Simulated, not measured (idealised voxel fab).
voxel wiring stack: a process module
The width of the displayed cross-section, cut, is 260 nm; its cells are square, with a size of 5 nm.
Square cells in a grid make up a cross-section in this document, and the grid is given as bands, listed from the top down, each one or more rows of cells.
First you get the band's top height and its bottom height, in nm, and then the materials it's made of, left to right, with each width in nm. If you see a single material with "everywhere", that one covers the band edge to edge. "empty" is empty space.
Beneath 0, the wafer as received is one material, and that level is where height counting begins. The lowest band goes on downward without a bottom; it is written like "0 -> down".
Read "30->40" as a graded width: first number on top, second number at the bottom, same change between each pair of neighbouring rows.
Step marked "nothing got changed"? Then no cell in the cross-section changed in it.
Closed-off voids of 8+ cells (no open route to the top) go in "Entrapped void list", written width x height at distance from the left edge, in nm.
That trailing text on a step's line, after the settings, is the simulator's own remark on the step.
If you see "overlay nm" on a step's line and that step has a mask, it's telling you how far right of where it was planned the mask ended up; a negative number means it went left instead.

The steps planned for the process are as follows:
1,RECEIVE (material Si)
2,CONFORMAL_DEP (material SiO2; thk nm 15)
3,DIRECTIONAL_DEP (material TiN; thk nm 5)
4,DIRECTIONAL_DEP (material W; thk nm 20)
5,PATTERN (tone cover; mask id METAL_1; material resist; width nm 20; pitch nm 45; thk nm 15; overlay nm 0)
6,DIRECTIONAL_ETCH (etch materials W; depth nm 20)
7,DIRECTIONAL_ETCH (etch materials TiN; depth nm 5)
8,STRIP (etch materials resist)
9,FILL_DEP (material SiO2; thk nm 10)
10,CMP (height nm 40)
11,CONFORMAL_DEP (material SiCN; thk nm 5)
12,DIRECTIONAL_DEP (material lowk; thk nm 30)
13,DIRECTIONAL_DEP (material aC; thk nm 10)
14,PATTERN (tone open; mask id METAL_2_HOLES; material resist; width nm 15; pitch nm 90; thk nm 30; overlay nm 0)
15,DIRECTIONAL_ETCH (etch materials aC; depth nm 10)
16,STRIP (etch materials resist)
17,DIRECTIONAL_ETCH (etch materials lowk; depth nm 30)
18,STRIP (etch materials aC)
19,PATTERN (tone open; mask id METAL_2; material resist; width nm 20; pitch nm 45; thk nm 15; overlay nm 0)
20,DIRECTIONAL_ETCH (etch materials lowk; depth nm 20)
21,DIRECTIONAL_ETCH (etch materials SiCN; depth nm 5)
22,STRIP (etch materials resist)
23,CONFORMAL_DEP (material TiN; thk nm 5)
24,FILL_DEP (material Ru; thk nm 5)
25,CMP (height nm 75)
26,CONFORMAL_DEP (material SiCN; thk nm 5)
27,DIRECTIONAL_DEP (material lowk; thk nm 10)
28,DIRECTIONAL_DEP (material aC; thk nm 15)
29,PATTERN (tone open; mask id PLUG_2; material resist; width nm 15; pitch nm 45; thk nm 30; overlay nm -15)
30,DIRECTIONAL_ETCH (etch materials aC; depth nm 15)
31,STRIP (etch materials resist)
32,DIRECTIONAL_ETCH (etch materials lowk; depth nm 10)
33,DIRECTIONAL_ETCH (etch materials SiCN; depth nm 5)
34,STRIP (etch materials aC)
35,CONFORMAL_DEP (material TiN; thk nm 5)
36,FILL_DEP (material Ru; thk nm 10)
37,CMP (height nm 90)
38,DIRECTIONAL_DEP (material TiN; thk nm 5)
39,DIRECTIONAL_DEP (material W; thk nm 15)
40,PATTERN (tone cover; mask id METAL_3; material resist; width nm 20; pitch nm 45; thk nm 15; overlay nm 0)
41,DIRECTIONAL_ETCH (etch materials W; depth nm 15)
42,DIRECTIONAL_ETCH (etch materials TiN; depth nm 5)
43,STRIP (etch materials resist)
44,FILL_DEP (material lowk; thk nm 5)
45,CMP (height nm 110)
46,CONFORMAL_DEP (material SiN; thk nm 5)
Every wafer here starts from the same state; it is the step 29 overlay nm that distinguishes them, and the value the plan gives belongs to the first wafer.

As received, i.e. after step 1: cross-section through the first of several wafers:
* 0 -> down | Si everywhere
* Entrapped void list: none

Quick look at the cross-section of the first of several wafers after step 46, which wraps up the module:
* 115 -> 110 | SiN everywhere
* 110 -> 95 | lowk (50), then W (20), then lowk (25), then W (20), then lowk (25), then W (20), then lowk (25), then W (20), then lowk (55)
* 95 -> 90 | lowk (50), then TiN (20), then lowk (25), then TiN (20), then lowk (25), then TiN (20), then lowk (25), then TiN (20), then lowk (55)
* 90 -> 80 | lowk (35), then TiN (5), then Ru (5), then TiN (5), then lowk (30), then TiN (5), then Ru (5), then TiN (5), then lowk (30), then TiN (5), then Ru (5), then TiN (5), then lowk (30), then TiN (5), then Ru (5), then TiN (5), then lowk (75)
* 80 -> 75 | SiCN (35), then TiN (15), then SiCN (30), then TiN (15), then SiCN (30), then TiN (15), then SiCN (30), then TiN (15), then SiCN (75)
* 75 -> 60 | lowk (50), then TiN (5), then Ru (10), then TiN (5), then lowk (25), then TiN (5), then Ru (10), then TiN (5), then lowk (25), then TiN (5), then Ru (10), then TiN (5), then lowk (25), then TiN (5), then Ru (10), then TiN (5), then lowk (55)
* 60 -> 55 | lowk (50), then TiN (5), then Ru (5), then TiN (10), then lowk (25), then TiN (20), then lowk (25), then TiN (5), then Ru (5), then TiN (10), then lowk (25), then TiN (20), then lowk (55)
* 55 -> 45 | lowk (50), then TiN (5), then Ru (5), then TiN (5), then lowk (75), then TiN (5), then Ru (5), then TiN (5), then lowk (105)
* 45 -> 40 | SiCN (50), then TiN (15), then SiCN (75), then TiN (15), then SiCN (105)
* 40 -> 20 | SiO2 (50), then W (20), then SiO2 (25), then W (20), then SiO2 (25), then W (20), then SiO2 (25), then W (20), then SiO2 (55)
* 20 -> 15 | SiO2 (50), then TiN (20), then SiO2 (25), then TiN (20), then SiO2 (25), then TiN (20), then SiO2 (25), then TiN (20), then SiO2 (55)
* 15 -> 0 | SiO2 everywhere
* 0 -> down | Si everywhere
* Entrapped void list: none

Final wafer of several, shown in cross-section at the end of the module:
* 115 -> 110 | SiN everywhere
* 110 -> 95 | lowk (50), then W (20), then lowk (25), then W (20), then lowk (25), then W (20), then lowk (25), then W (20), then lowk (55)
* 95 -> 90 | lowk (50), then TiN (20), then lowk (25), then TiN (20), then lowk (25), then TiN (20), then lowk (25), then TiN (20), then lowk (55)
* 90 -> 80 | lowk (65), then TiN (5), then Ru (5), then TiN (5), then lowk (30), then TiN (5), then Ru (5), then TiN (5), then lowk (30), then TiN (5), then Ru (5), then TiN (5), then lowk (30), then TiN (5), then Ru (5), then TiN (5), then lowk (45)
* 80 -> 75 | SiCN (65), then TiN (15), then SiCN (30), then TiN (15), then SiCN (30), then TiN (15), then SiCN (30), then TiN (15), then SiCN (45)
* 75 -> 60 | lowk (50), then TiN (5), then Ru (10), then TiN (5), then lowk (25), then TiN (5), then Ru (10), then TiN (5), then lowk (25), then TiN (5), then Ru (10), then TiN (5), then lowk (25), then TiN (5), then Ru (10), then TiN (5), then lowk (55)
* 60 -> 55 | lowk (50), then TiN (5), then Ru (5), then TiN (10), then lowk (25), then TiN (20), then lowk (25), then TiN (5), then Ru (5), then TiN (10), then lowk (25), then TiN (20), then lowk (55)
* 55 -> 45 | lowk (50), then TiN (5), then Ru (5), then TiN (5), then lowk (75), then TiN (5), then Ru (5), then TiN (5), then lowk (105)
* 45 -> 40 | SiCN (50), then TiN (15), then SiCN (75), then TiN (15), then SiCN (105)
* 40 -> 20 | SiO2 (50), then W (20), then SiO2 (25), then W (20), then SiO2 (25), then W (20), then SiO2 (25), then W (20), then SiO2 (55)
* 20 -> 15 | SiO2 (50), then TiN (20), then SiO2 (25), then TiN (20), then SiO2 (25), then TiN (20), then SiO2 (25), then TiN (20), then SiO2 (55)
* 15 -> 0 | SiO2 everywhere
* 0 -> down | Si everywhere
* Entrapped void list: none

Below, a row for every wafer. Read it as the end-of-module picture: for each material the wafer shows its cells gained (+) or lost (-) since it was received, and then its closed voids:
overlay nm -15; +38 Ru; +86 SiCN; +52 SiN; +336 SiO2; +112 TiN; +112 W; +460 lowk; Entrapped void list: none
overlay nm -10; +38 Ru; +86 SiCN; +52 SiN; +336 SiO2; +112 TiN; +112 W; +460 lowk; Entrapped void list: none
overlay nm -5; +38 Ru; +86 SiCN; +52 SiN; +336 SiO2; +112 TiN; +112 W; +460 lowk; Entrapped void list: none
overlay nm 0; +38 Ru; +86 SiCN; +52 SiN; +336 SiO2; +112 TiN; +112 W; +460 lowk; Entrapped void list: none
overlay nm 5; +38 Ru; +86 SiCN; +52 SiN; +336 SiO2; +112 TiN; +112 W; +460 lowk; Entrapped void list: none
overlay nm 10; +38 Ru; +86 SiCN; +52 SiN; +336 SiO2; +112 TiN; +112 W; +460 lowk; Entrapped void list: none
overlay nm 15; +38 Ru; +86 SiCN; +52 SiN; +336 SiO2; +112 TiN; +112 W; +460 lowk; Entrapped void list: none
